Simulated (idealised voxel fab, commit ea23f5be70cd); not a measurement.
Presented below is a process module, voxel wiring stack.
For reference, the cross-section in this document is cut, with width 280 nm and square cells of 5 nm.
Cross-section, as written here: a square-cell grid given band by band from the top down, where a band holds one or more rows of cells. Each band's line starts with the height of the band's top and of its bottom, in nm. Then come its materials from left to right, each with its width in nm. One material with "everywhere" fills the band from edge to edge. "empty" is empty space. The level at which height equals 0 is the one under which the wafer, as it arrives, is entirely one material. No lower edge exists for the bottom band, which continues downward and is notated as in "0..down". The expression "30 to 40" gives the width at the extremes of the band, the first number at its top row of cells and the second at its bottom row, with the width changing by equal amounts from each row to the next in between. No cell of the cross-section changed in a step that is given as "no change". "Cavities, sealed" specifies each empty space that is not open to the top and that occupies no fewer than 8 cells, using the form width x height at distance, the distance measured from the left edge and all three quantities in nm. Heads up: the bit after the settings on a step's line is the simulator's remark on that step. "overlay nm" answers the question of how far to the right of plan the mask lay on a step that has a mask, and when it is negative the answer is to the left.
-- Process steps foreseen in the plan
step 1: RECEIVE: material Si
step 2: CONFORMAL_DEP: material SiO2, thk nm 10
step 3: DIRECTIONAL_DEP: material TiN, thk nm 5
step 4: DIRECTIONAL_DEP: material Ru, thk nm 20
step 5: PATTERN: tone cover, mask id METAL_1, material resist, width nm 20, pitch nm 40, thk nm 20, overlay nm 0
step 6: DIRECTIONAL_ETCH: etch materials Ru, depth nm 20
step 7: DIRECTIONAL_ETCH: etch materials TiN, depth nm 5
step 8: STRIP: etch materials resist
step 9: FILL_DEP: material SiO2, thk nm 10
step 10: CMP: height nm 35
step 11: CONFORMAL_DEP: material SiCN, thk nm 5
step 12: DIRECTIONAL_DEP: material lowk, thk nm 10
step 13: MASKED_ETCH: tone open, mask id PLUG_1, width nm 15, etch materials lowk, depth nm 10, overlay nm 0
step 14: MASKED_ETCH: tone open, mask id PLUG_1, width nm 15, etch materials SiCN, depth nm 5, overlay nm 0
step 15: CONFORMAL_DEP: material TiN, thk nm 5
step 16: FILL_DEP: material Ru, thk nm 10
step 17: CMP: height nm 50
step 18: CONFORMAL_DEP: material SiCN, thk nm 5
step 19: DIRECTIONAL_DEP: material SiO2, thk nm 15
step 20: MASKED_ETCH: tone open, mask id METAL_2, width nm 15, pitch nm 40, etch materials SiO2, depth nm 15, overlay nm 0
step 21: MASKED_ETCH: tone open, mask id METAL_2, width nm 20, pitch nm 40, etch materials SiCN, depth nm 5, overlay nm 0
step 22: CONFORMAL_DEP: material TiN, thk nm 5
step 23: FILL_DEP: material Ru, thk nm 10
step 24: CMP: height nm 70
step 25: EPI: material Ru, thk nm 5
step 26: FILL_DEP: material SiCN, thk nm 5
Wafers differ in width nm at step 20; plan lists the first wafer's value; identical starting state.
-- first wafer as received, after step 1
    0..down  Si everywhere
    Cavities, sealed: none
-- End-of-module cross-section, first of several wafers, after last step 26
    80..75  SiCN everywhere
    75..70  SiCN=110; Ru=25; SiCN=15; Ru=25; SiCN=105
    70..55  SiO2=115; TiN=5; Ru=5; TiN=5; SiO2=25; TiN=5; Ru=5; TiN=5; SiO2=110
    55..50  SiCN=115; TiN=15; SiCN=25; TiN=15; SiCN=110
    50..40  lowk=110; TiN=5; Ru=5; TiN=5; lowk=155
    40..35  SiCN=110; TiN=15; SiCN=155
    35..15  SiO2=110; Ru=20; SiO2=20; Ru=20; SiO2=110
    15..10  SiO2=110; TiN=20; SiO2=20; TiN=20; SiO2=110
    10..0  SiO2 everywhere
    0..down  Si everywhere
    Cavities, sealed: none
-- Cross-section, last wafer, module completion
    80..75  SiCN everywhere
    75..70  SiCN=105; Ru=35; SiCN=5; Ru=35; SiCN=100
    70..60  SiO2=110; TiN=5; Ru=15; TiN=5; SiO2=15; TiN=5; Ru=15; TiN=5; SiO2=105
    60..55  SiO2=110; TiN=5; Ru=10; TiN=10; SiO2=15; TiN=5; Ru=10; TiN=10; SiO2=105
    55..50  SiCN=110; TiN=20; SiCN=20; TiN=20; SiCN=110
    50..40  lowk=110; TiN=5; Ru=5; TiN=5; lowk=155
    40..35  SiCN=110; TiN=15; SiCN=155
    35..15  SiO2=110; Ru=20; SiO2=20; Ru=20; SiO2=110
    15..10  SiO2=110; TiN=20; SiO2=20; TiN=20; SiO2=110
    10..0  SiO2 everywhere
    0..down  Si everywhere
    Cavities, sealed: none
-- Note: the following table is arranged by wafer, a row apiece. Each row reports the end-of-module state: per material, cells gained (+) or cells lost (-) compared with the wafer as received; closed voids follow
width nm 15; +50 Ru; +205 SiCN; +502 SiO2; +33 TiN; +106 lowk; Cavities, sealed: none
width nm 20; +58 Ru; +201 SiCN; +496 SiO2; +35 TiN; +106 lowk; Cavities, sealed: none
width nm 25; +64 Ru; +199 SiCN; +490 SiO2; +37 TiN; +106 lowk; Cavities, sealed: none
